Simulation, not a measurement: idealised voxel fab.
Name of the process module below: voxel gate over fins
The cross-section on display is named cut; it measures 300 nm wide, and its cells are 5 nm squares.
In what follows, cross-sections appear as grids of square cells, described through bands that run from the top down, where every band is one or more rows of cells. What a band's entry tells you: where the top is and where the bottom is, as heights in nm, and after that what lies inside, material by material from left to right, each with its width in nm. Empty space is written as the word "blank", and a single material marked with the word "throughout" occupies the band from edge to edge. Heights are reckoned from 0. Under this level, the received wafer is all of one material. The bottommost band is open-ended downward, for example "0..down". It should be noted that a width expressed as "30->40" varies in equal increments from row to row of cells within the band, taking the value of the first number at the top row and that of the second number at the bottom row. "remained unchanged" means the step left every cell of the cross-section as it was. In the "Sealed void inventory" entry, you get each enclosed empty space of 8 cells or more, one with no open way to the top, written width x height at distance, distance from the left edge, in nm. Post-settings text on a step line: simulator's own remark regarding the step. "overlay nm" on a masked step: distance the mask lay right of its planned place, negative for left.

LISTED BELOW ARE THE PROCESS STEPS AS PLANNED
1. RECEIVE: material Si
2. CONFORMAL_DEP: material SiN, thk nm 5
3. MASKED_ETCH: tone cover, mask id FINS, width nm 15, pitch nm 55, etch materials SiN, depth nm 5, overlay nm 0
4. MASKED_ETCH: tone cover, mask id FINS, width nm 15, pitch nm 55, etch materials Si, depth nm 40, overlay nm 0
5. OXIDIZE: depth nm 5
6. FILL_DEP: material SiO2, thk nm 10
7. CMP: height nm 5
8. DIRECTIONAL_DEP: material aC, thk nm 10
9. PATTERN: tone open, mask id RAIL, material resist, width nm 15, thk nm 25, overlay nm 0
10. DIRECTIONAL_ETCH: etch materials aC, depth nm 10
11. STRIP: etch materials resist
12. DIRECTIONAL_ETCH: etch materials SiO2, depth nm 40
13. STRIP: etch materials aC
14. CONFORMAL_DEP: material TiN, thk nm 5
15. FILL_DEP: material W, thk nm 10
16. CMP: height nm 5
17. SELECTIVE_ETCH: etch materials W Ru TiN, depth nm 25
18. FILL_DEP: material SiO2, thk nm 5
19. CMP: height nm 5
20. SELECTIVE_ETCH: etch materials SiO2, depth nm 15
21. STRIP: etch materials SiN
22. CONFORMAL_DEP: material HfO2, thk nm 5
23. CONFORMAL_DEP: material TiN, thk nm 5
24. CONFORMAL_DEP: material TiAl, thk nm 5
25. CONFORMAL_DEP: material TiN, thk nm 5
26. FILL_DEP: material W, thk nm 15
27. CMP: height nm 30
28. CONFORMAL_DEP: material SiN, thk nm 5

AS-RECEIVED WAFER CROSS-SECTION (AFTER STEP 1)
0..down  Si throughout
Sealed void inventory: none

END-OF-MODULE CROSS-SECTION OF THE FIRST OF TWO WAFERS, PROCESSED AS PLANNED
35..30  SiN throughout
30..20  W throughout
20..15  W: 45 / TiN: 45 / W: 10 / TiN: 45 / W: 10 / TiN: 45 / W: 10 / TiN: 45 / W: 45
15..10  W: 45 / TiN: 5 / TiAl: 35 / TiN: 5 / W: 10 / TiN: 5 / TiAl: 35 / TiN: 5 / W: 10 / TiN: 5 / TiAl: 35 / TiN: 5 / W: 10 / TiN: 5 / TiAl: 35 / TiN: 5 / W: 45
10..5  TiN: 50 / TiAl: 5 / TiN: 25 / TiAl: 5 / TiN: 20 / TiAl: 5 / TiN: 25 / TiAl: 5 / TiN: 20 / TiAl: 5 / TiN: 25 / TiAl: 5 / TiN: 20 / TiAl: 5 / TiN: 25 / TiAl: 5 / TiN: 50
5..0  TiAl: 55 / TiN: 5 / HfO2: 15 / TiN: 5 / TiAl: 30 / TiN: 5 / HfO2: 15 / TiN: 5 / TiAl: 30 / TiN: 5 / HfO2: 15 / TiN: 5 / TiAl: 30 / TiN: 5 / HfO2: 15 / TiN: 5 / TiAl: 55
0..-5  TiN: 60 / HfO2: 5 / Si: 5 / HfO2: 5 / TiN: 40 / HfO2: 5 / Si: 5 / HfO2: 5 / TiN: 40 / HfO2: 5 / Si: 5 / HfO2: 5 / TiN: 40 / HfO2: 5 / Si: 5 / HfO2: 5 / TiN: 60
-5..-10  HfO2: 65 / Si: 5 / HfO2: 50 / Si: 5 / HfO2: 50 / Si: 5 / HfO2: 50 / Si: 5 / HfO2: 65
-10..-20  SiO2: 65 / Si: 5 / SiO2: 50 / Si: 5 / SiO2: 50 / Si: 5 / SiO2: 50 / Si: 5 / SiO2: 65
-20..-30  SiO2: 65 / Si: 5 / SiO2: 15 / TiN: 5 / W: 5 / TiN: 5 / SiO2: 20 / Si: 5 / SiO2: 50 / Si: 5 / SiO2: 50 / Si: 5 / SiO2: 65
-30..-35  SiO2: 65 / Si: 5 / SiO2: 15 / TiN: 15 / SiO2: 20 / Si: 5 / SiO2: 50 / Si: 5 / SiO2: 50 / Si: 5 / SiO2: 65
-35..-45  SiO2: 65 / Si: 5 / SiO2: 50 / Si: 5 / SiO2: 50 / Si: 5 / SiO2: 50 / Si: 5 / SiO2: 65
-45..down  Si throughout
Sealed void inventory: none

SO THIS IS WAFER NUMBER TWO OF THE TWO, CUT AT THE END OF THE MODULE - IT STARTED WHERE THE FIRST DID AND HAD THE SAME PLAN, WE JUST GOT ONE THING WRONG RUNNING IT
35..30  SiN throughout
30..20  W throughout
20..15  W: 45 / TiN: 45 / W: 10 / TiN: 45 / W: 10 / TiN: 45 / W: 10 / TiN: 45 / W: 45
15..10  W: 40 / TiN: 10 / TiAl: 35 / TiN: 20 / TiAl: 35 / TiN: 20 / TiAl: 35 / TiN: 20 / TiAl: 35 / TiN: 10 / W: 40
10..5  TiN: 45 / TiAl: 10 / TiN: 25 / TiAl: 10 / TiN: 10 / TiAl: 10 / TiN: 25 / TiAl: 10 / TiN: 10 / TiAl: 10 / TiN: 25 / TiAl: 10 / TiN: 10 / TiAl: 10 / TiN: 25 / TiAl: 10 / TiN: 45
5..0  TiAl: 50 / TiN: 10 / HfO2: 15 / TiN: 10 / TiAl: 20 / TiN: 10 / HfO2: 15 / TiN: 10 / TiAl: 20 / TiN: 10 / HfO2: 15 / TiN: 10 / TiAl: 20 / TiN: 10 / HfO2: 15 / TiN: 10 / TiAl: 50
0..-5  TiN: 55 / HfO2: 10 / Si: 5 / HfO2: 10 / TiN: 30 / HfO2: 10 / Si: 5 / HfO2: 10 / TiN: 30 / HfO2: 10 / Si: 5 / HfO2: 10 / TiN: 30 / HfO2: 10 / Si: 5 / HfO2: 10 / TiN: 55
-5..-10  HfO2: 60 / Si: 15 / HfO2: 40 / Si: 15 / HfO2: 40 / Si: 15 / HfO2: 40 / Si: 15 / HfO2: 60
-10..-20  SiO2: 60 / Si: 15 / SiO2: 40 / Si: 15 / SiO2: 40 / Si: 15 / SiO2: 40 / Si: 15 / SiO2: 60
-20..-30  SiO2: 60 / Si: 15 / SiO2: 10 / TiN: 5 / W: 5 / TiN: 5 / SiO2: 15 / Si: 15 / SiO2: 40 / Si: 15 / SiO2: 40 / Si: 15 / SiO2: 60
-30..-35  SiO2: 60 / Si: 15 / SiO2: 10 / TiN: 15 / SiO2: 15 / Si: 15 / SiO2: 40 / Si: 15 / SiO2: 40 / Si: 15 / SiO2: 60
-35..-45  SiO2: 60 / Si: 15 / SiO2: 40 / Si: 15 / SiO2: 40 / Si: 15 / SiO2: 40 / Si: 15 / SiO2: 60
-45..down  Si throughout
Sealed void inventory: none
It is concluded that the wafer was processed incorrectly with respect to the plan, in that step 4 was processed under conditions differing from the plan, specifically as MASKED_ETCH: tone cover, mask id FINS, width nm 25, pitch nm 55, etch materials Si, depth nm 40, overlay nm 0
Wafer comparison, final, in cells, second relative to first, materials more or fewer: +64 Si; -56 SiO2; -8 W
